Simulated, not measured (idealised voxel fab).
This is a process module. Its name is voxel capacitor over wiring.
Square cells of 5 nm make up the cross-section cut, whose width is 160 nm.
When this document writes out a cross-section, it uses a grid of square cells and lists it as bands, beginning at the top and moving down, with a band standing for one or more rows of cells.
Band: top height; bottom height; in nm. Then, left to right: material with width in nm, for each material. "edge to edge": a single material spanning edge to edge. "empty": empty space.
Counting heights begins at 0, where everything beneath is, in the wafer as received, one material. The lowest band has no bottom; it goes on downwards, as "0 down" shows.
The two numbers in a width such as "30 to 40" mark its ends across the band: the first belongs to the top row of cells, the second to the bottom row, and from each row to the next the width moves by the same amount.
Any step labelled "identical to before" changed none of the cells in the cross-section.
You'll see "Closed void roster" listing empty spaces that have no way open to the top, as long as they're 8 cells or more; the notation is width x height at distance, where the distance is from the left edge, and all of it is in nm.
Read whatever lies past the settings on a step's line as the simulator's own remark about the step.
overlay nm: on a step with a mask, how far right of its planned place the mask lay; negative means left.
[Process steps - plan]
1,RECEIVE, material Si
2,CONFORMAL_DEP, material SiO2, thk nm 10
3,DIRECTIONAL_DEP, material TiN, thk nm 5
4,DIRECTIONAL_DEP, material Ru, thk nm 25
5,DIRECTIONAL_DEP, material aC, thk nm 10
6,PATTERN, tone cover, mask id METAL_1, material resist, width nm 20, pitch nm 85, thk nm 30, overlay nm 0
7,DIRECTIONAL_ETCH, etch materials aC, depth nm 10
8,STRIP, etch materials resist
9,DIRECTIONAL_ETCH, etch materials Ru, depth nm 25
10,DIRECTIONAL_ETCH, etch materials TiN, depth nm 5
11,STRIP, etch materials aC
12,FILL_DEP, material lowk, thk nm 10
13,CMP, height nm 40
14,CONFORMAL_DEP, material SiCN, thk nm 5
15,DIRECTIONAL_DEP, material lowk, thk nm 15
16,PATTERN, tone open, mask id PLUG_1, material resist, width nm 15, thk nm 15, overlay nm 0
17,DIRECTIONAL_ETCH, etch materials lowk, depth nm 15
18,DIRECTIONAL_ETCH, etch materials SiCN, depth nm 5
19,STRIP, etch materials resist
20,EPI, material Ru, thk nm 10
21,EPI, material Ru, thk nm 10
22,DIRECTIONAL_DEP, material TiN, thk nm 5
23,DIRECTIONAL_DEP, material HfO2, thk nm 5
24,DIRECTIONAL_DEP, material TiN, thk nm 10
25,PATTERN, tone cover, mask id UPPER_PLATE, material resist, width nm 70, thk nm 15, overlay nm 0
26,DIRECTIONAL_ETCH, etch materials TiN, depth nm 10
27,DIRECTIONAL_ETCH, etch materials HfO2, depth nm 5
28,STRIP, etch materials resist
29,DIRECTIONAL_DEP, material aC, thk nm 15
30,PATTERN, tone cover, mask id LOWER_PLATE, material resist, width nm 80, thk nm 35, overlay nm 0
31,DIRECTIONAL_ETCH, etch materials aC, depth nm 15
32,STRIP, etch materials resist
33,DIRECTIONAL_ETCH, etch materials TiN, depth nm 5
34,STRIP, etch materials aC
35,FILL_DEP, material SiO2, thk nm 15
36,CMP, height nm 90
37,MASKED_ETCH, tone open, mask id PLUG_2, width nm 15, etch materials SiO2, depth nm 10, overlay nm 0
38,CONFORMAL_DEP, material TiN, thk nm 5
39,FILL_DEP, material Ru, thk nm 10
40,CMP, height nm 90
41,CONFORMAL_DEP, material SiCN, thk nm 5
[So this is the incoming wafer in cross-section - it's already been through step 1]
  0 down: Si edge to edge
  Closed void roster: none
[Post-module cross-section of the first of two wafers (run per plan)]
  95 to 90: SiCN edge to edge
  90 to 85: SiO2 (40)  TiN (5)  Ru (5)  TiN (5)  SiO2 (105)
  85 to 80: SiO2 (40)  TiN (15)  SiO2 (105)
  80 to 70: SiO2 (30)  TiN (70)  SiO2 (60)
  70 to 65: SiO2 (30)  HfO2 (70)  SiO2 (60)
  65 to 60: SiO2 (25)  TiN (80)  SiO2 (55)
  60 to 45: lowk (30)  Ru (15)  lowk (115)
  45 to 40: SiCN (30)  Ru (15)  SiCN (115)
  40 to 15: lowk (25)  Ru (20)  lowk (65)  Ru (20)  lowk (30)
  15 to 10: lowk (25)  TiN (20)  lowk (65)  TiN (20)  lowk (30)
  10 to 0: SiO2 edge to edge
  0 down: Si edge to edge
  Closed void roster: none
[End-of-module cross-section of the second wafer: identical starting point and process plan to the first, with one processing mistake]
  95 to 90: SiCN edge to edge
  90 to 85: SiO2 (35)  TiN (5)  Ru (5)  TiN (5)  SiO2 (110)
  85 to 80: SiO2 (35)  TiN (15)  SiO2 (110)
  80 to 70: SiO2 (30)  TiN (70)  SiO2 (60)
  70 to 65: SiO2 (30)  HfO2 (70)  SiO2 (60)
  65 to 60: SiO2 (25)  TiN (80)  SiO2 (55)
  60 to 45: lowk (30)  Ru (15)  lowk (115)
  45 to 40: SiCN (30)  Ru (15)  SiCN (115)
  40 to 15: lowk (25)  Ru (20)  lowk (65)  Ru (20)  lowk (30)
  15 to 10: lowk (25)  TiN (20)  lowk (65)  TiN (20)  lowk (30)
  10 to 0: SiO2 edge to edge
  0 down: Si edge to edge
  Closed void roster: none
Error vs. plan: step 37 off recipe, ran as MASKED_ETCH, tone open, mask id PLUG_2, width nm 15, etch materials SiO2, depth nm 10, overlay nm -5
If you tally the cells, the second wafer ends up with the same amount of every material as the first; it's all just sitting in different places.
